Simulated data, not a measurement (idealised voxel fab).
process module | voxel wiring stack
cross-section cut | 290 nm wide | cells 5 nm
A cross-section is a grid of square cells, given in bands from the top down. A band is one or more rows of cells.
Each band's line starts with the height of the band's top and of its bottom, in nm. Then come its materials from left to right, each with its width in nm. One material with "throughout" fills the band from edge to edge. "air" is empty space.
Height 0 is the level under which the wafer as received is all one material. The lowest band goes on downwards, as in "0 down".
A width such as "30 to 40" changes by the same amount from each row of cells to the next, from the band's top row to its bottom row.
"no change" after a step means that no cell of the cross-section changed.
closed voids: empty space of 8 cells or more with no open way to the top, each as width x height at its distance from the left edge, in nm
after a step's settings: what the simulator itself notes on the step
overlay nm, on a step with a mask: how far to the right of its planned place the mask lay; to the left if negative
plan
1 op RECEIVE | material Si
2 op CONFORMAL_DEP | material SiO2 | thk nm 15
3 op CONFORMAL_DEP | material SiN | thk nm 5
4 op DIRECTIONAL_DEP | material SiO2 | thk nm 15
5 op PATTERN | tone open | mask id METAL_1 | material resist | width nm 20 | pitch nm 50 | thk nm 20 | overlay nm 0
6 op DIRECTIONAL_ETCH | etch materials SiO2 | depth nm 15
7 op DIRECTIONAL_ETCH | etch materials SiN | depth nm 5
8 op STRIP | etch materials resist
9 op CONFORMAL_DEP | material TiN | thk nm 5
10 op FILL_DEP | material Cu | thk nm 5
11 op CMP | height nm 35
12 op CONFORMAL_DEP | material SiCN | thk nm 5
13 op DIRECTIONAL_DEP | material SiO2 | thk nm 25
14 op DIRECTIONAL_DEP | material aC | thk nm 15
15 op PATTERN | tone open | mask id METAL_2_HOLES | material resist | width nm 15 | pitch nm 100 | thk nm 35 | overlay nm 0
16 op DIRECTIONAL_ETCH | etch materials aC | depth nm 15
17 op STRIP | etch materials resist
18 op DIRECTIONAL_ETCH | etch materials SiO2 | depth nm 25
19 op STRIP | etch materials aC
20 op PATTERN | tone open | mask id METAL_2 | material resist | width nm 20 | pitch nm 50 | thk nm 15 | overlay nm 0
21 op DIRECTIONAL_ETCH | etch materials SiO2 | depth nm 15
22 op DIRECTIONAL_ETCH | etch materials SiCN | depth nm 5
23 op STRIP | etch materials resist
24 op CONFORMAL_DEP | material TiN | thk nm 5
25 op FILL_DEP | material Ru | thk nm 10
26 op CMP | height nm 65
27 op CONFORMAL_DEP | material SiCN | thk nm 5
28 op DIRECTIONAL_DEP | material lowk | thk nm 30
29 op PATTERN | tone open | mask id METAL_3_HOLES | material resist | width nm 15 | pitch nm 100 | thk nm 20 | overlay nm 0
30 op DIRECTIONAL_ETCH | etch materials lowk | depth nm 30
31 op STRIP | etch materials resist
32 op MASKED_ETCH | tone open | mask id METAL_3 | width nm 20 | pitch nm 50 | etch materials lowk | depth nm 20 | overlay nm 0
33 op MASKED_ETCH | tone open | mask id METAL_3 | width nm 20 | pitch nm 50 | etch materials SiCN | depth nm 5 | overlay nm 0
34 op CONFORMAL_DEP | material TiN | thk nm 5
35 op FILL_DEP | material Ru | thk nm 10
36 op CMP | height nm 100
37 op CONFORMAL_DEP | material SiCN | thk nm 5
38 op DIRECTIONAL_DEP | material lowk | thk nm 10
39 op MASKED_ETCH | tone open | mask id PLUG_3 | width nm 15 | pitch nm 50 | etch materials lowk | depth nm 10 | overlay nm 0
40 op MASKED_ETCH | tone open | mask id PLUG_3 | width nm 15 | pitch nm 50 | etch materials SiCN | depth nm 5 | overlay nm 0
41 op EPI | material Ru | thk nm 10
42 op EPI | material Ru | thk nm 5
43 op CONFORMAL_DEP | material SiN | thk nm 5
44 op DIRECTIONAL_DEP | material lowk | thk nm 15
45 op DIRECTIONAL_DEP | material aC | thk nm 15
46 op PATTERN | tone open | mask id METAL_4 | material resist | width nm 20 | pitch nm 50 | thk nm 35 | overlay nm 0
47 op DIRECTIONAL_ETCH | etch materials aC | depth nm 15
48 op STRIP | etch materials resist
49 op DIRECTIONAL_ETCH | etch materials lowk | depth nm 15
50 op DIRECTIONAL_ETCH | etch materials SiN | depth nm 5
51 op STRIP | etch materials aC
52 op CONFORMAL_DEP | material TiN | thk nm 5
53 op FILL_DEP | material Ru | thk nm 5
54 op CMP | height nm 135
55 op EPI | material Ru | thk nm 5
56 op FILL_DEP | material SiCN | thk nm 5
first wafer, as planned
as received, after step 1
  0 down: Si throughout
  closed voids: none
after step 2
  15 to 0: SiO2 throughout
  below 0: unchanged
after step 3
  20 to 15: SiN throughout
  below 15: unchanged
after step 4
  35 to 20: SiO2 throughout
  below 20: unchanged
after step 5
  55 to 35: resist 85 | air 20 | resist 30 | air 20 | resist 30 | air 20 | resist 85
  below 35: unchanged
after step 6
  55 to 35: resist 85 | air 20 | resist 30 | air 20 | resist 30 | air 20 | resist 85
  35 to 20: SiO2 85 | air 20 | SiO2 30 | air 20 | SiO2 30 | air 20 | SiO2 85
  below 20: unchanged
after step 7
  55 to 35: resist 85 | air 20 | resist 30 | air 20 | resist 30 | air 20 | resist 85
  35 to 20: SiO2 85 | air 20 | SiO2 30 | air 20 | SiO2 30 | air 20 | SiO2 85
  20 to 15: SiN 85 | air 20 | SiN 30 | air 20 | SiN 30 | air 20 | SiN 85
  below 15: unchanged
after step 8
  35 to 20: SiO2 85 | air 20 | SiO2 30 | air 20 | SiO2 30 | air 20 | SiO2 85
  below 20: unchanged
after step 9
  40 to 35: TiN 90 | air 10 | TiN 40 | air 10 | TiN 40 | air 10 | TiN 90
  35 to 20: SiO2 85 | TiN 5 | air 10 | TiN 5 | SiO2 30 | TiN 5 | air 10 | TiN 5 | SiO2 30 | TiN 5 | air 10 | TiN 5 | SiO2 85
  20 to 15: SiN 85 | TiN 20 | SiN 30 | TiN 20 | SiN 30 | TiN 20 | SiN 85
  below 15: unchanged
after step 10
  45 to 40: Cu throughout
  40 to 35: TiN 90 | Cu 10 | TiN 40 | Cu 10 | TiN 40 | Cu 10 | TiN 90
  35 to 20: SiO2 85 | TiN 5 | Cu 10 | TiN 5 | SiO2 30 | TiN 5 | Cu 10 | TiN 5 | SiO2 30 | TiN 5 | Cu 10 | TiN 5 | SiO2 85
  below 20: unchanged
after step 11
  35 to 20: SiO2 85 | TiN 5 | Cu 10 | TiN 5 | SiO2 30 | TiN 5 | Cu 10 | TiN 5 | SiO2 30 | TiN 5 | Cu 10 | TiN 5 | SiO2 85
  below 20: unchanged
after step 12
  40 to 35: SiCN throughout
  below 35: unchanged
after step 13
  65 to 40: SiO2 throughout
  below 40: unchanged
after step 14
  80 to 65: aC throughout
  below 65: unchanged
after step 15
  115 to 80: resist 85 | air 15 | resist 85 | air 15 | resist 90
  below 80: unchanged
after step 16
  100 to 80: resist 85 | air 15 | resist 85 | air 15 | resist 90
  80 to 65: aC 85 | air 15 | aC 85 | air 15 | aC 90
  below 65: unchanged
after step 17
  80 to 65: aC 85 | air 15 | aC 85 | air 15 | aC 90
  below 65: unchanged
after step 18
  80 to 65: aC 85 | air 15 | aC 85 | air 15 | aC 90
  65 to 40: SiO2 85 | air 15 | SiO2 85 | air 15 | SiO2 90
  below 40: unchanged
after step 19
  65 to 40: SiO2 85 | air 15 | SiO2 85 | air 15 | SiO2 90
  below 40: unchanged
after step 20
  80 to 65: resist 85 | air 20 | resist 30 | air 20 | resist 30 | air 20 | resist 85
  below 65: unchanged
after step 21
  80 to 65: resist 85 | air 20 | resist 30 | air 20 | resist 30 | air 20 | resist 85
  65 to 50: SiO2 85 | air 20 | SiO2 30 | air 20 | SiO2 30 | air 20 | SiO2 85
  below 50: unchanged
after step 22
  80 to 65: resist 85 | air 20 | resist 30 | air 20 | resist 30 | air 20 | resist 85
  65 to 50: SiO2 85 | air 20 | SiO2 30 | air 20 | SiO2 30 | air 20 | SiO2 85
  50 to 40: SiO2 85 | air 15 | SiO2 85 | air 15 | SiO2 90
  40 to 35: SiCN 85 | air 15 | SiCN 85 | air 15 | SiCN 90
  below 35: unchanged
after step 23
  65 to 50: SiO2 85 | air 20 | SiO2 30 | air 20 | SiO2 30 | air 20 | SiO2 85
  below 50: unchanged
after step 24
  70 to 65: TiN 90 | air 10 | TiN 40 | air 10 | TiN 40 | air 10 | TiN 90
  65 to 55: SiO2 85 | TiN 5 | air 10 | TiN 5 | SiO2 30 | TiN 5 | air 10 | TiN 5 | SiO2 30 | TiN 5 | air 10 | TiN 5 | SiO2 85
  55 to 50: SiO2 85 | TiN 5 | air 5 | TiN 10 | SiO2 30 | TiN 20 | SiO2 30 | TiN 5 | air 5 | TiN 10 | SiO2 85
  50 to 40: SiO2 85 | TiN 5 | air 5 | TiN 5 | SiO2 85 | TiN 5 | air 5 | TiN 5 | SiO2 90
  40 to 35: SiCN 85 | TiN 15 | SiCN 85 | TiN 15 | SiCN 90
  below 35: unchanged
after step 25
  80 to 70: Ru throughout
  70 to 65: TiN 90 | Ru 10 | TiN 40 | Ru 10 | TiN 40 | Ru 10 | TiN 90
  65 to 55: SiO2 85 | TiN 5 | Ru 10 | TiN 5 | SiO2 30 | TiN 5 | Ru 10 | TiN 5 | SiO2 30 | TiN 5 | Ru 10 | TiN 5 | SiO2 85
  55 to 50: SiO2 85 | TiN 5 | Ru 5 | TiN 10 | SiO2 30 | TiN 20 | SiO2 30 | TiN 5 | Ru 5 | TiN 10 | SiO2 85
  50 to 40: SiO2 85 | TiN 5 | Ru 5 | TiN 5 | SiO2 85 | TiN 5 | Ru 5 | TiN 5 | SiO2 90
  below 40: unchanged
after step 26
  65 to 55: SiO2 85 | TiN 5 | Ru 10 | TiN 5 | SiO2 30 | TiN 5 | Ru 10 | TiN 5 | SiO2 30 | TiN 5 | Ru 10 | TiN 5 | SiO2 85
  below 55: unchanged
after step 27
  70 to 65: SiCN throughout
  below 65: unchanged
after step 28
  100 to 70: lowk throughout
  below 70: unchanged
after step 29
  120 to 100: resist 85 | air 15 | resist 85 | air 15 | resist 90
  below 100: unchanged
after step 30
  120 to 100: resist 85 | air 15 | resist 85 | air 15 | resist 90
  100 to 70: lowk 85 | air 15 | lowk 85 | air 15 | lowk 90
  below 70: unchanged
after step 31
  100 to 70: lowk 85 | air 15 | lowk 85 | air 15 | lowk 90
  below 70: unchanged
after step 32
  100 to 80: lowk 85 | air 20 | lowk 30 | air 20 | lowk 30 | air 20 | lowk 85
  below 80: unchanged
after step 33
  100 to 80: lowk 85 | air 20 | lowk 30 | air 20 | lowk 30 | air 20 | lowk 85
  80 to 70: lowk 85 | air 15 | lowk 85 | air 15 | lowk 90
  70 to 65: SiCN 85 | air 15 | SiCN 85 | air 15 | SiCN 90
  below 65: unchanged
after step 34
  105 to 100: TiN 90 | air 10 | TiN 40 | air 10 | TiN 40 | air 10 | TiN 90
  100 to 85: lowk 85 | TiN 5 | air 10 | TiN 5 | lowk 30 | TiN 5 | air 10 | TiN 5 | lowk 30 | TiN 5 | air 10 | TiN 5 | lowk 85
  85 to 80: lowk 85 | TiN 5 | air 5 | TiN 10 | lowk 30 | TiN 20 | lowk 30 | TiN 5 | air 5 | TiN 10 | lowk 85
  80 to 70: lowk 85 | TiN 5 | air 5 | TiN 5 | lowk 85 | TiN 5 | air 5 | TiN 5 | lowk 90
  70 to 65: SiCN 85 | TiN 15 | SiCN 85 | TiN 15 | SiCN 90
  below 65: unchanged
after step 35
  115 to 105: Ru throughout
  105 to 100: TiN 90 | Ru 10 | TiN 40 | Ru 10 | TiN 40 | Ru 10 | TiN 90
  100 to 85: lowk 85 | TiN 5 | Ru 10 | TiN 5 | lowk 30 | TiN 5 | Ru 10 | TiN 5 | lowk 30 | TiN 5 | Ru 10 | TiN 5 | lowk 85
  85 to 80: lowk 85 | TiN 5 | Ru 5 | TiN 10 | lowk 30 | TiN 20 | lowk 30 | TiN 5 | Ru 5 | TiN 10 | lowk 85
  80 to 70: lowk 85 | TiN 5 | Ru 5 | TiN 5 | lowk 85 | TiN 5 | Ru 5 | TiN 5 | lowk 90
  below 70: unchanged
after step 36
  100 to 85: lowk 85 | TiN 5 | Ru 10 | TiN 5 | lowk 30 | TiN 5 | Ru 10 | TiN 5 | lowk 30 | TiN 5 | Ru 10 | TiN 5 | lowk 85
  below 85: unchanged
after step 37
  105 to 100: SiCN throughout
  below 100: unchanged
after step 38
  115 to 105: lowk throughout
  below 105: unchanged
after step 39
  115 to 105: lowk 85 | air 15 | lowk 35 | air 15 | lowk 35 | air 15 | lowk 90
  below 105: unchanged
after step 40
  115 to 105: lowk 85 | air 15 | lowk 35 | air 15 | lowk 35 | air 15 | lowk 90
  105 to 100: SiCN 85 | air 15 | SiCN 35 | air 15 | SiCN 35 | air 15 | SiCN 90
  below 100: unchanged
after step 41
  115 to 110: lowk 85 | air 15 | lowk 35 | air 15 | lowk 35 | air 15 | lowk 90
  110 to 105: lowk 85 | Ru 15 | lowk 35 | Ru 15 | lowk 35 | Ru 15 | lowk 90
  105 to 100: SiCN 85 | Ru 15 | SiCN 35 | Ru 15 | SiCN 35 | Ru 15 | SiCN 90
  below 100: unchanged
after step 42
  115 to 105: lowk 85 | Ru 15 | lowk 35 | Ru 15 | lowk 35 | Ru 15 | lowk 90
  below 105: unchanged
after step 43
  120 to 115: SiN throughout
  below 115: unchanged
after step 44
  135 to 120: lowk throughout
  below 120: unchanged
after step 45
  150 to 135: aC throughout
  below 135: unchanged
after step 46
  185 to 150: resist 85 | air 20 | resist 30 | air 20 | resist 30 | air 20 | resist 85
  below 150: unchanged
after step 47
  170 to 150: resist 85 | air 20 | resist 30 | air 20 | resist 30 | air 20 | resist 85
  150 to 135: aC 85 | air 20 | aC 30 | air 20 | aC 30 | air 20 | aC 85
  below 135: unchanged
after step 48
  150 to 135: aC 85 | air 20 | aC 30 | air 20 | aC 30 | air 20 | aC 85
  below 135: unchanged
after step 49
  150 to 135: aC 85 | air 20 | aC 30 | air 20 | aC 30 | air 20 | aC 85
  135 to 120: lowk 85 | air 20 | lowk 30 | air 20 | lowk 30 | air 20 | lowk 85
  below 120: unchanged
after step 50
  150 to 135: aC 85 | air 20 | aC 30 | air 20 | aC 30 | air 20 | aC 85
  135 to 120: lowk 85 | air 20 | lowk 30 | air 20 | lowk 30 | air 20 | lowk 85
  120 to 115: SiN 85 | air 20 | SiN 30 | air 20 | SiN 30 | air 20 | SiN 85
  below 115: unchanged
after step 51
  135 to 120: lowk 85 | air 20 | lowk 30 | air 20 | lowk 30 | air 20 | lowk 85
  below 120: unchanged
after step 52
  140 to 135: TiN 90 | air 10 | TiN 40 | air 10 | TiN 40 | air 10 | TiN 90
  135 to 120: lowk 85 | TiN 5 | air 10 | TiN 5 | lowk 30 | TiN 5 | air 10 | TiN 5 | lowk 30 | TiN 5 | air 10 | TiN 5 | lowk 85
  120 to 115: SiN 85 | TiN 20 | SiN 30 | TiN 20 | SiN 30 | TiN 20 | SiN 85
  below 115: unchanged
after step 53
  145 to 140: Ru throughout
  140 to 135: TiN 90 | Ru 10 | TiN 40 | Ru 10 | TiN 40 | Ru 10 | TiN 90
  135 to 120: lowk 85 | TiN 5 | Ru 10 | TiN 5 | lowk 30 | TiN 5 | Ru 10 | TiN 5 | lowk 30 | TiN 5 | Ru 10 | TiN 5 | lowk 85
  below 120: unchanged
after step 54
  135 to 120: lowk 85 | TiN 5 | Ru 10 | TiN 5 | lowk 30 | TiN 5 | Ru 10 | TiN 5 | lowk 30 | TiN 5 | Ru 10 | TiN 5 | lowk 85
  below 120: unchanged
after step 55
  140 to 135: air 80 | Ru 30 | air 20 | Ru 30 | air 20 | Ru 30 | air 80
  below 135: unchanged
after step 56
  145 to 140: SiCN throughout
  140 to 135: SiCN 80 | Ru 30 | SiCN 20 | Ru 30 | SiCN 20 | Ru 30 | SiCN 80
  below 135: unchanged
second wafer: like start, like plan, one mistake. Through step 2 it matches the first wafer
when step 3 should have ended
  20 to 15: TiN throughout
  below 15: unchanged
when step 4 should have ended
  35 to 20: SiO2 throughout
  below 20: unchanged
when step 5 should have ended
  55 to 35: resist 85 | air 20 | resist 30 | air 20 | resist 30 | air 20 | resist 85
  below 35: unchanged
when step 6 should have ended
  55 to 35: resist 85 | air 20 | resist 30 | air 20 | resist 30 | air 20 | resist 85
  35 to 20: SiO2 85 | air 20 | SiO2 30 | air 20 | SiO2 30 | air 20 | SiO2 85
  below 20: unchanged
when step 7 should have ended: no change
when step 8 should have ended
  35 to 20: SiO2 85 | air 20 | SiO2 30 | air 20 | SiO2 30 | air 20 | SiO2 85
  below 20: unchanged
when step 9 should have ended
  40 to 35: TiN 90 | air 10 | TiN 40 | air 10 | TiN 40 | air 10 | TiN 90
  35 to 25: SiO2 85 | TiN 5 | air 10 | TiN 5 | SiO2 30 | TiN 5 | air 10 | TiN 5 | SiO2 30 | TiN 5 | air 10 | TiN 5 | SiO2 85
  25 to 20: SiO2 85 | TiN 20 | SiO2 30 | TiN 20 | SiO2 30 | TiN 20 | SiO2 85
  below 20: unchanged
when step 10 should have ended
  45 to 40: Cu throughout
  40 to 35: TiN 90 | Cu 10 | TiN 40 | Cu 10 | TiN 40 | Cu 10 | TiN 90
  35 to 25: SiO2 85 | TiN 5 | Cu 10 | TiN 5 | SiO2 30 | TiN 5 | Cu 10 | TiN 5 | SiO2 30 | TiN 5 | Cu 10 | TiN 5 | SiO2 85
  below 25: unchanged
when step 11 should have ended
  35 to 25: SiO2 85 | TiN 5 | Cu 10 | TiN 5 | SiO2 30 | TiN 5 | Cu 10 | TiN 5 | SiO2 30 | TiN 5 | Cu 10 | TiN 5 | SiO2 85
  below 25: unchanged
when step 12 should have ended
  40 to 35: SiCN throughout
  below 35: unchanged
when step 13 should have ended
  65 to 40: SiO2 throughout
  below 40: unchanged
when step 14 should have ended
  80 to 65: aC throughout
  below 65: unchanged
when step 15 should have ended
  115 to 80: resist 85 | air 15 | resist 85 | air 15 | resist 90
  below 80: unchanged
when step 16 should have ended
  100 to 80: resist 85 | air 15 | resist 85 | air 15 | resist 90
  80 to 65: aC 85 | air 15 | aC 85 | air 15 | aC 90
  below 65: unchanged
when step 17 should have ended
  80 to 65: aC 85 | air 15 | aC 85 | air 15 | aC 90
  below 65: unchanged
when step 18 should have ended
  80 to 65: aC 85 | air 15 | aC 85 | air 15 | aC 90
  65 to 40: SiO2 85 | air 15 | SiO2 85 | air 15 | SiO2 90
  below 40: unchanged
when step 19 should have ended
  65 to 40: SiO2 85 | air 15 | SiO2 85 | air 15 | SiO2 90
  below 40: unchanged
when step 20 should have ended
  80 to 65: resist 85 | air 20 | resist 30 | air 20 | resist 30 | air 20 | resist 85
  below 65: unchanged
when step 21 should have ended
  80 to 65: resist 85 | air 20 | resist 30 | air 20 | resist 30 | air 20 | resist 85
  65 to 50: SiO2 85 | air 20 | SiO2 30 | air 20 | SiO2 30 | air 20 | SiO2 85
  below 50: unchanged
when step 22 should have ended
  80 to 65: resist 85 | air 20 | resist 30 | air 20 | resist 30 | air 20 | resist 85
  65 to 50: SiO2 85 | air 20 | SiO2 30 | air 20 | SiO2 30 | air 20 | SiO2 85
  50 to 40: SiO2 85 | air 15 | SiO2 85 | air 15 | SiO2 90
  40 to 35: SiCN 85 | air 15 | SiCN 85 | air 15 | SiCN 90
  below 35: unchanged
when step 23 should have ended
  65 to 50: SiO2 85 | air 20 | SiO2 30 | air 20 | SiO2 30 | air 20 | SiO2 85
  below 50: unchanged
when step 24 should have ended
  70 to 65: TiN 90 | air 10 | TiN 40 | air 10 | TiN 40 | air 10 | TiN 90
  65 to 55: SiO2 85 | TiN 5 | air 10 | TiN 5 | SiO2 30 | TiN 5 | air 10 | TiN 5 | SiO2 30 | TiN 5 | air 10 | TiN 5 | SiO2 85
  55 to 50: SiO2 85 | TiN 5 | air 5 | TiN 10 | SiO2 30 | TiN 20 | SiO2 30 | TiN 5 | air 5 | TiN 10 | SiO2 85
  50 to 40: SiO2 85 | TiN 5 | air 5 | TiN 5 | SiO2 85 | TiN 5 | air 5 | TiN 5 | SiO2 90
  40 to 35: SiCN 85 | TiN 15 | SiCN 85 | TiN 15 | SiCN 90
  below 35: unchanged
when step 25 should have ended
  80 to 70: Ru throughout
  70 to 65: TiN 90 | Ru 10 | TiN 40 | Ru 10 | TiN 40 | Ru 10 | TiN 90
  65 to 55: SiO2 85 | TiN 5 | Ru 10 | TiN 5 | SiO2 30 | TiN 5 | Ru 10 | TiN 5 | SiO2 30 | TiN 5 | Ru 10 | TiN 5 | SiO2 85
  55 to 50: SiO2 85 | TiN 5 | Ru 5 | TiN 10 | SiO2 30 | TiN 20 | SiO2 30 | TiN 5 | Ru 5 | TiN 10 | SiO2 85
  50 to 40: SiO2 85 | TiN 5 | Ru 5 | TiN 5 | SiO2 85 | TiN 5 | Ru 5 | TiN 5 | SiO2 90
  below 40: unchanged
when step 26 should have ended
  65 to 55: SiO2 85 | TiN 5 | Ru 10 | TiN 5 | SiO2 30 | TiN 5 | Ru 10 | TiN 5 | SiO2 30 | TiN 5 | Ru 10 | TiN 5 | SiO2 85
  below 55: unchanged
when step 27 should have ended
  70 to 65: SiCN throughout
  below 65: unchanged
when step 28 should have ended
  100 to 70: lowk throughout
  below 70: unchanged
when step 29 should have ended
  120 to 100: resist 85 | air 15 | resist 85 | air 15 | resist 90
  below 100: unchanged
when step 30 should have ended
  120 to 100: resist 85 | air 15 | resist 85 | air 15 | resist 90
  100 to 70: lowk 85 | air 15 | lowk 85 | air 15 | lowk 90
  below 70: unchanged
when step 31 should have ended
  100 to 70: lowk 85 | air 15 | lowk 85 | air 15 | lowk 90
  below 70: unchanged
when step 32 should have ended
  100 to 80: lowk 85 | air 20 | lowk 30 | air 20 | lowk 30 | air 20 | lowk 85
  below 80: unchanged
when step 33 should have ended
  100 to 80: lowk 85 | air 20 | lowk 30 | air 20 | lowk 30 | air 20 | lowk 85
  80 to 70: lowk 85 | air 15 | lowk 85 | air 15 | lowk 90
  70 to 65: SiCN 85 | air 15 | SiCN 85 | air 15 | SiCN 90
  below 65: unchanged
when step 34 should have ended
  105 to 100: TiN 90 | air 10 | TiN 40 | air 10 | TiN 40 | air 10 | TiN 90
  100 to 85: lowk 85 | TiN 5 | air 10 | TiN 5 | lowk 30 | TiN 5 | air 10 | TiN 5 | lowk 30 | TiN 5 | air 10 | TiN 5 | lowk 85
  85 to 80: lowk 85 | TiN 5 | air 5 | TiN 10 | lowk 30 | TiN 20 | lowk 30 | TiN 5 | air 5 | TiN 10 | lowk 85
  80 to 70: lowk 85 | TiN 5 | air 5 | TiN 5 | lowk 85 | TiN 5 | air 5 | TiN 5 | lowk 90
  70 to 65: SiCN 85 | TiN 15 | SiCN 85 | TiN 15 | SiCN 90
  below 65: unchanged
when step 35 should have ended
  115 to 105: Ru throughout
  105 to 100: TiN 90 | Ru 10 | TiN 40 | Ru 10 | TiN 40 | Ru 10 | TiN 90
  100 to 85: lowk 85 | TiN 5 | Ru 10 | TiN 5 | lowk 30 | TiN 5 | Ru 10 | TiN 5 | lowk 30 | TiN 5 | Ru 10 | TiN 5 | lowk 85
  85 to 80: lowk 85 | TiN 5 | Ru 5 | TiN 10 | lowk 30 | TiN 20 | lowk 30 | TiN 5 | Ru 5 | TiN 10 | lowk 85
  80 to 70: lowk 85 | TiN 5 | Ru 5 | TiN 5 | lowk 85 | TiN 5 | Ru 5 | TiN 5 | lowk 90
  below 70: unchanged
when step 36 should have ended
  100 to 85: lowk 85 | TiN 5 | Ru 10 | TiN 5 | lowk 30 | TiN 5 | Ru 10 | TiN 5 | lowk 30 | TiN 5 | Ru 10 | TiN 5 | lowk 85
  below 85: unchanged
when step 37 should have ended
  105 to 100: SiCN throughout
  below 100: unchanged
when step 38 should have ended
  115 to 105: lowk throughout
  below 105: unchanged
when step 39 should have ended
  115 to 105: lowk 85 | air 15 | lowk 35 | air 15 | lowk 35 | air 15 | lowk 90
  below 105: unchanged
when step 40 should have ended
  115 to 105: lowk 85 | air 15 | lowk 35 | air 15 | lowk 35 | air 15 | lowk 90
  105 to 100: SiCN 85 | air 15 | SiCN 35 | air 15 | SiCN 35 | air 15 | SiCN 90
  below 100: unchanged
when step 41 should have ended
  115 to 110: lowk 85 | air 15 | lowk 35 | air 15 | lowk 35 | air 15 | lowk 90
  110 to 105: lowk 85 | Ru 15 | lowk 35 | Ru 15 | lowk 35 | Ru 15 | lowk 90
  105 to 100: SiCN 85 | Ru 15 | SiCN 35 | Ru 15 | SiCN 35 | Ru 15 | SiCN 90
  below 100: unchanged
when step 42 should have ended
  115 to 105: lowk 85 | Ru 15 | lowk 35 | Ru 15 | lowk 35 | Ru 15 | lowk 90
  below 105: unchanged
when step 43 should have ended
  120 to 115: SiN throughout
  below 115: unchanged
when step 44 should have ended
  135 to 120: lowk throughout
  below 120: unchanged
when step 45 should have ended
  150 to 135: aC throughout
  below 135: unchanged
when step 46 should have ended
  185 to 150: resist 85 | air 20 | resist 30 | air 20 | resist 30 | air 20 | resist 85
  below 150: unchanged
when step 47 should have ended
  170 to 150: resist 85 | air 20 | resist 30 | air 20 | resist 30 | air 20 | resist 85
  150 to 135: aC 85 | air 20 | aC 30 | air 20 | aC 30 | air 20 | aC 85
  below 135: unchanged
when step 48 should have ended
  150 to 135: aC 85 | air 20 | aC 30 | air 20 | aC 30 | air 20 | aC 85
  below 135: unchanged
when step 49 should have ended
  150 to 135: aC 85 | air 20 | aC 30 | air 20 | aC 30 | air 20 | aC 85
  135 to 120: lowk 85 | air 20 | lowk 30 | air 20 | lowk 30 | air 20 | lowk 85
  below 120: unchanged
when step 50 should have ended
  150 to 135: aC 85 | air 20 | aC 30 | air 20 | aC 30 | air 20 | aC 85
  135 to 120: lowk 85 | air 20 | lowk 30 | air 20 | lowk 30 | air 20 | lowk 85
  120 to 115: SiN 85 | air 20 | SiN 30 | air 20 | SiN 30 | air 20 | SiN 85
  below 115: unchanged
when step 51 should have ended
  135 to 120: lowk 85 | air 20 | lowk 30 | air 20 | lowk 30 | air 20 | lowk 85
  below 120: unchanged
when step 52 should have ended
  140 to 135: TiN 90 | air 10 | TiN 40 | air 10 | TiN 40 | air 10 | TiN 90
  135 to 120: lowk 85 | TiN 5 | air 10 | TiN 5 | lowk 30 | TiN 5 | air 10 | TiN 5 | lowk 30 | TiN 5 | air 10 | TiN 5 | lowk 85
  120 to 115: SiN 85 | TiN 20 | SiN 30 | TiN 20 | SiN 30 | TiN 20 | SiN 85
  below 115: unchanged
when step 53 should have ended
  145 to 140: Ru throughout
  140 to 135: TiN 90 | Ru 10 | TiN 40 | Ru 10 | TiN 40 | Ru 10 | TiN 90
  135 to 120: lowk 85 | TiN 5 | Ru 10 | TiN 5 | lowk 30 | TiN 5 | Ru 10 | TiN 5 | lowk 30 | TiN 5 | Ru 10 | TiN 5 | lowk 85
  below 120: unchanged
when step 54 should have ended
  135 to 120: lowk 85 | TiN 5 | Ru 10 | TiN 5 | lowk 30 | TiN 5 | Ru 10 | TiN 5 | lowk 30 | TiN 5 | Ru 10 | TiN 5 | lowk 85
  below 120: unchanged
when step 55 should have ended
  140 to 135: air 80 | Ru 30 | air 20 | Ru 30 | air 20 | Ru 30 | air 80
  below 135: unchanged
when step 56 should have ended
  145 to 140: SiCN throughout
  140 to 135: SiCN 80 | Ru 30 | SiCN 20 | Ru 30 | SiCN 20 | Ru 30 | SiCN 80
  below 135: unchanged
what went wrong: step 3 ran as: op CONFORMAL_DEP | material TiN | thk nm 5
at the end the second wafer has, in cells: 6 fewer of Cu | 46 fewer of SiN | 52 more of TiN
